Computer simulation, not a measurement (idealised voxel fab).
Name of the process module below: voxel self aligned contacts
We display cut, a cross-section 210 nm in width whose square cells are each 5 nm.
Cross-section layout: square cells on a grid; listed as bands, top to bottom; a band spans one or more cell rows.
Each band's line starts with the height of the band's top and of its bottom, in nm. Then come its materials from left to right, each with its width in nm. One material with "throughout" fills the band from edge to edge. "empty" is empty space.
A quick word on heights: they are counted from 0, and under that level the wafer as it came to us is one material throughout. The lowest band is different from the rest in having no bottom; it simply continues downward, written as in "0 -> down".
The two numbers in a width such as "30 to 40" mark its ends across the band: the first belongs to the top row of cells, the second to the bottom row, and from each row to the next the width moves by the same amount.
For the purposes of this document, the phrase "nothing changed" attached to a step denotes that no cell within the cross-section was modified by that step.
Under "Closed internal cavities" you'll find the enclosed gaps, the ones with no way out to the top, that are 8 cells or bigger; each reads width x height at distance, with distance counted from the left edge, everything in nm.
That trailing text on a step's line, after the settings, is the simulator's own remark on the step.
overlay nm: step with mask; distance mask lay right of planned place; negative value = left of planned place.
**List of planned process steps**
| 1 | RECEIVE | material Si |
| 2 | CONFORMAL_DEP | material SiO2 | thk nm 5 |
| 3 | DIRECTIONAL_DEP | material polySi | thk nm 20 |
| 4 | DIRECTIONAL_DEP | material SiN | thk nm 25 |
| 5 | PATTERN | tone cover | mask id GATE | material resist | width nm 25 | pitch nm 65 | thk nm 20 | overlay nm 0 |
| 6 | DIRECTIONAL_ETCH | etch materials SiN | depth nm 25 |
| 7 | DIRECTIONAL_ETCH | etch materials polySi | depth nm 20 |
| 8 | STRIP | etch materials resist |
| 9 | CONFORMAL_DEP | material SiN | thk nm 10 |
| 10 | DIRECTIONAL_ETCH | etch materials SiN | depth nm 10 |
| 11 | FILL_DEP | material SiO2 | thk nm 15 |
| 12 | CMP | height nm 60 |
| 13 | PATTERN | tone open | mask id CONTACT | material resist | width nm 50 | thk nm 20 | overlay nm 0 |
| 14 | DIRECTIONAL_ETCH | etch materials SiO2 | depth nm 60 |
| 15 | STRIP | etch materials resist |
| 16 | CONFORMAL_DEP | material TiN | thk nm 5 |
| 17 | FILL_DEP | material W | thk nm 10 |
| 18 | CMP | height nm 60 |
| 19 | CONFORMAL_DEP | material SiCN | thk nm 5 |
**Cross-section: wafer on arrival = after step 1**
0 -> down: Si throughout
Closed internal cavities: none
**The plan above was carried out on the starting structure above with one mistake, and this cross-section shows the wafer at the end of the module**
65 -> 60: SiCN throughout
60 -> 50: SiO2: 85 to 100, then W: 40 to 10, then SiO2: 85 to 100
50 -> 25: SiO2: 50, then SiN: 45, then SiO2: 5, then W: 10, then SiO2: 5, then SiN: 45, then SiO2: 50
25 -> 5: SiO2: 50, then SiN: 10, then polySi: 25, then SiN: 10, then SiO2: 5, then W: 10, then SiO2: 5, then SiN: 10, then polySi: 25, then SiN: 10, then SiO2: 50
5 -> 0: SiO2 throughout
0 -> down: Si throughout
Closed internal cavities: none
The plan and the run diverged here: step 16 deviated from plan and actually ran as CONFORMAL_DEP | material SiO2 | thk nm 5
